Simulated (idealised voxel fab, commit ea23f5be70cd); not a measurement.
process module | voxel wiring stack
cross-section cut | 250 nm wide | cells 5 nm
A cross-section is a grid of square cells, given in bands from the top down. A band is one or more rows of cells.
Each band's line starts with the height of the band's top and of its bottom, in nm. Then come its materials from left to right, each with its width in nm. One material with "throughout" fills the band from edge to edge. "air" is empty space.
Height 0 is the level under which the wafer as received is all one material. The lowest band goes on downwards, as in "0 down".
A width such as "30 to 40" changes by the same amount from each row of cells to the next, from the band's top row to its bottom row.
"no change" after a step means that no cell of the cross-section changed.
closed voids: empty space of 8 cells or more with no open way to the top, each as width x height at its distance from the left edge, in nm
after a step's settings: what the simulator itself notes on the step
overlay nm, on a step with a mask: how far to the right of its planned place the mask lay; to the left if negative
plan
1 op RECEIVE | material Si
2 op CONFORMAL_DEP | material SiO2 | thk nm 10
3 op CONFORMAL_DEP | material SiN | thk nm 5
4 op DIRECTIONAL_DEP | material SiO2 | thk nm 20
5 op DIRECTIONAL_DEP | material aC | thk nm 10
6 op PATTERN | tone open | mask id METAL_1 | material resist | width nm 20 | pitch nm 40 | thk nm 25 | overlay nm 0
7 op DIRECTIONAL_ETCH | etch materials aC | depth nm 10
8 op STRIP | etch materials resist
9 op DIRECTIONAL_ETCH | etch materials SiO2 | depth nm 20
10 op DIRECTIONAL_ETCH | etch materials SiN | depth nm 5
11 op STRIP | etch materials aC
12 op CONFORMAL_DEP | material TiN | thk nm 5
13 op FILL_DEP | material Cu | thk nm 5
14 op CMP | height nm 35
15 op CONFORMAL_DEP | material SiCN | thk nm 5
16 op DIRECTIONAL_DEP | material lowk | thk nm 30
17 op MASKED_ETCH | tone open | mask id METAL_2 | width nm 20 | pitch nm 40 | etch materials lowk | depth nm 20 | overlay nm 0
18 op PATTERN | tone open | mask id METAL_2_HOLES | material resist | width nm 15 | pitch nm 40 | thk nm 20 | overlay nm 0
19 op DIRECTIONAL_ETCH | etch materials lowk | depth nm 10
20 op DIRECTIONAL_ETCH | etch materials SiCN | depth nm 5
21 op STRIP | etch materials resist
22 op CONFORMAL_DEP | material TiN | thk nm 5
23 op FILL_DEP | material Cu | thk nm 10
24 op CMP | height nm 70
25 op CONFORMAL_DEP | material SiCN | thk nm 5
26 op DIRECTIONAL_DEP | material lowk | thk nm 10
27 op DIRECTIONAL_DEP | material aC | thk nm 15
28 op PATTERN | tone open | mask id PLUG_2 | material resist | width nm 15 | thk nm 35 | overlay nm 0
29 op DIRECTIONAL_ETCH | etch materials aC | depth nm 15
30 op STRIP | etch materials resist
31 op DIRECTIONAL_ETCH | etch materials lowk | depth nm 10
32 op DIRECTIONAL_ETCH | etch materials SiCN | depth nm 5
33 op STRIP | etch materials aC
34 op EPI | material Ru | thk nm 10
35 op EPI | material Ru | thk nm 5
36 op CONFORMAL_DEP | material SiCN | thk nm 5
37 op DIRECTIONAL_DEP | material lowk | thk nm 20
38 op PATTERN | tone open | mask id METAL_3 | material resist | width nm 20 | pitch nm 40 | thk nm 15 | overlay nm 0
39 op DIRECTIONAL_ETCH | etch materials lowk | depth nm 20
40 op DIRECTIONAL_ETCH | etch materials SiCN | depth nm 5
41 op STRIP | etch materials resist
42 op CONFORMAL_DEP | material TiN | thk nm 5
43 op FILL_DEP | material Cu | thk nm 5
44 op CMP | height nm 110
45 op EPI | material Ru | thk nm 5
46 op FILL_DEP | material SiCN | thk nm 5
47 op DIRECTIONAL_DEP | material SiO2 | thk nm 10
48 op DIRECTIONAL_DEP | material aC | thk nm 10
49 op PATTERN | tone open | mask id PLUG_3 | material resist | width nm 15 | pitch nm 40 | thk nm 30 | overlay nm 0
50 op DIRECTIONAL_ETCH | etch materials aC | depth nm 10
51 op STRIP | etch materials resist
52 op DIRECTIONAL_ETCH | etch materials SiO2 | depth nm 10
53 op DIRECTIONAL_ETCH | etch materials SiCN | depth nm 5
54 op STRIP | etch materials aC
55 op EPI | material Ru | thk nm 10
56 op EPI | material Ru | thk nm 5
57 op CONFORMAL_DEP | material SiN | thk nm 5
58 op DIRECTIONAL_DEP | material SiO2 | thk nm 15
59 op MASKED_ETCH | tone open | mask id METAL_4 | width nm 20 | pitch nm 40 | etch materials SiO2 | depth nm 15 | overlay nm 0
60 op MASKED_ETCH | tone open | mask id METAL_4 | width nm 20 | pitch nm 40 | etch materials SiN | depth nm 5 | overlay nm 0
61 op CONFORMAL_DEP | material TiN | thk nm 5
62 op FILL_DEP | material W | thk nm 10
63 op CMP | height nm 150
64 op EPI | material Ru | thk nm 5
65 op FILL_DEP | material SiCN | thk nm 5
as received, after step 1
  0 down: Si throughout
  closed voids: none
first wafer at the end, as planned
  160 to 155: SiCN throughout
  155 to 150: SiCN 90 | Ru 30 | SiCN 10 | Ru 30 | SiCN 90
  150 to 135: SiO2 95 | TiN 5 | W 10 | TiN 5 | SiO2 20 | TiN 5 | W 10 | TiN 5 | SiO2 95
  135 to 130: SiN 95 | TiN 20 | SiN 20 | TiN 20 | SiN 95
  130 to 120: SiO2 95 | Ru 15 | SiO2 25 | Ru 15 | SiO2 100
  120 to 110: SiCN 95 to 90 | Ru 15 to 30 | SiCN 25 to 10 | Ru 15 to 30 | SiCN 100 to 90
  110 to 90: lowk 95 | TiN 5 | Cu 10 | TiN 5 | lowk 20 | TiN 5 | Cu 10 | TiN 5 | lowk 95
  90 to 85: SiCN 95 | TiN 20 | SiCN 20 | TiN 20 | SiCN 95
  85 to 75: lowk 95 | Ru 15 | lowk 140
  75 to 70: SiCN 95 | Ru 15 | SiCN 140
  70 to 55: lowk 95 | TiN 5 | Cu 10 | TiN 5 | lowk 20 | TiN 5 | Cu 10 | TiN 5 | lowk 95
  55 to 50: lowk 95 | TiN 5 | Cu 5 | TiN 10 | lowk 20 | TiN 5 | Cu 5 | TiN 10 | lowk 95
  50 to 40: lowk 95 | TiN 5 | Cu 5 | TiN 5 | lowk 25 | TiN 5 | Cu 5 | TiN 5 | lowk 100
  40 to 35: SiCN 95 | TiN 15 | SiCN 25 | TiN 15 | SiCN 100
  35 to 15: SiO2 95 | TiN 5 | Cu 10 | TiN 5 | SiO2 20 | TiN 5 | Cu 10 | TiN 5 | SiO2 95
  15 to 10: SiN 95 | TiN 20 | SiN 20 | TiN 20 | SiN 95
  10 to 0: SiO2 throughout
  0 down: Si throughout
  closed voids: none
second wafer at the end: like start, like plan, one mistake
  160 to 155: SiCN throughout
  155 to 150: SiCN 90 | Ru 30 | SiCN 10 | Ru 30 | SiCN 90
  150 to 135: SiO2 95 | TiN 5 | W 10 | TiN 5 | SiO2 20 | TiN 5 | W 10 | TiN 5 | SiO2 95
  135 to 130: SiN 95 | TiN 20 | SiN 20 | TiN 20 | SiN 95
  130 to 120: SiO2 95 | Ru 15 | SiO2 25 | Ru 15 | SiO2 100
  120 to 110: SiCN 95 to 90 | Ru 15 to 30 | SiCN 25 to 10 | Ru 15 to 30 | SiCN 100 to 90
  110 to 90: lowk 95 | TiN 5 | Cu 10 | TiN 5 | lowk 20 | TiN 5 | Cu 10 | TiN 5 | lowk 95
  90 to 85: SiCN 95 | TiN 20 | SiCN 20 | TiN 20 | SiCN 95
  85 to 75: lowk 95 | Ru 15 | lowk 140
  75 to 70: SiCN 95 | Ru 15 | SiCN 140
  70 to 60: lowk 95 | TiN 5 to 10 | Cu 10 to 5 | TiN 5 | lowk 20 | TiN 5 to 10 | Cu 10 to 5 | TiN 5 | lowk 95
  60 to 55: lowk 100 | TiN 5 | Cu 5 | TiN 5 | lowk 25 | TiN 5 | Cu 5 | TiN 5 | lowk 95
  55 to 50: lowk 100 | TiN 15 | lowk 25 | TiN 15 | lowk 95
  50 to 40: lowk 100 | TiN 10 | lowk 30 | TiN 10 | lowk 100
  40 to 35: SiCN 100 | TiN 10 | SiCN 30 | TiN 10 | SiCN 100
  35 to 15: SiO2 95 | TiN 5 | Cu 10 | TiN 5 | SiO2 20 | TiN 5 | Cu 10 | TiN 5 | SiO2 95
  15 to 10: SiN 95 | TiN 20 | SiN 20 | TiN 20 | SiN 95
  10 to 0: SiO2 throughout
  0 down: Si throughout
  closed voids: none
what went wrong: step 17 ran as: op MASKED_ETCH | tone open | mask id METAL_2 | width nm 15 | pitch nm 40 | etch materials lowk | depth nm 20 | overlay nm 0
at the end the second wafer has, in cells: 10 fewer of Cu | 2 more of SiCN | 8 more of lowk
